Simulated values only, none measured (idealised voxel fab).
process module | voxel released beams
cross-section cut | 160 nm wide | cells 5 nm
A cross-section is a grid of square cells, given in bands from the top down. A band is one or more rows of cells.
Each band's line starts with the height of the band's top and of its bottom, in nm. Then come its materials from left to right, each with its width in nm. One material with "throughout" fills the band from edge to edge. "air" is empty space.
Height 0 is the level under which the wafer as received is all one material. The lowest band goes on downwards, as in "0 down".
A width such as "30 to 40" changes by the same amount from each row of cells to the next, from the band's top row to its bottom row.
"no change" after a step means that no cell of the cross-section changed.
closed voids: empty space of 8 cells or more with no open way to the top, each as width x height at its distance from the left edge, in nm
after a step's settings: what the simulator itself notes on the step
overlay nm, on a step with a mask: how far to the right of its planned place the mask lay; to the left if negative
plan
1 op RECEIVE | material Si
2 op CONFORMAL_DEP | material SiN | thk nm 5
3 op DIRECTIONAL_DEP | material SiO2 | thk nm 20
4 op MASKED_ETCH | tone open | mask id ANCHOR | width nm 45 | etch materials SiO2 | depth nm 20 | overlay nm 0
5 op CONFORMAL_DEP | material polySi | thk nm 15
6 op MASKED_ETCH | tone cover | mask id BEAM | width nm 115 | etch materials polySi | depth nm 15 | overlay nm 0
7 op STRIP | etch materials SiO2
as received, after step 1
  0 down: Si throughout
  closed voids: none
first wafer at the end, as planned
  40 to 25: air 20 | polySi 20 | air 15 | polySi 80 | air 25
  25 to 20: air 25 | polySi 15 | air 15 | polySi 15 | air 90
  20 to 5: air 25 | polySi 45 | air 90
  5 to 0: SiN throughout
  0 down: Si throughout
  closed voids: none
second wafer at the end: like start, like plan, one mistake
  40 to 25: air 20 | polySi 115 | air 25
  25 to 0: SiN throughout
  0 down: Si throughout
  closed voids: none
what went wrong: step 3 ran as: op DIRECTIONAL_DEP | material SiN | thk nm 20
at the end the second wafer has, in cells: 128 more of SiN | 24 fewer of polySi
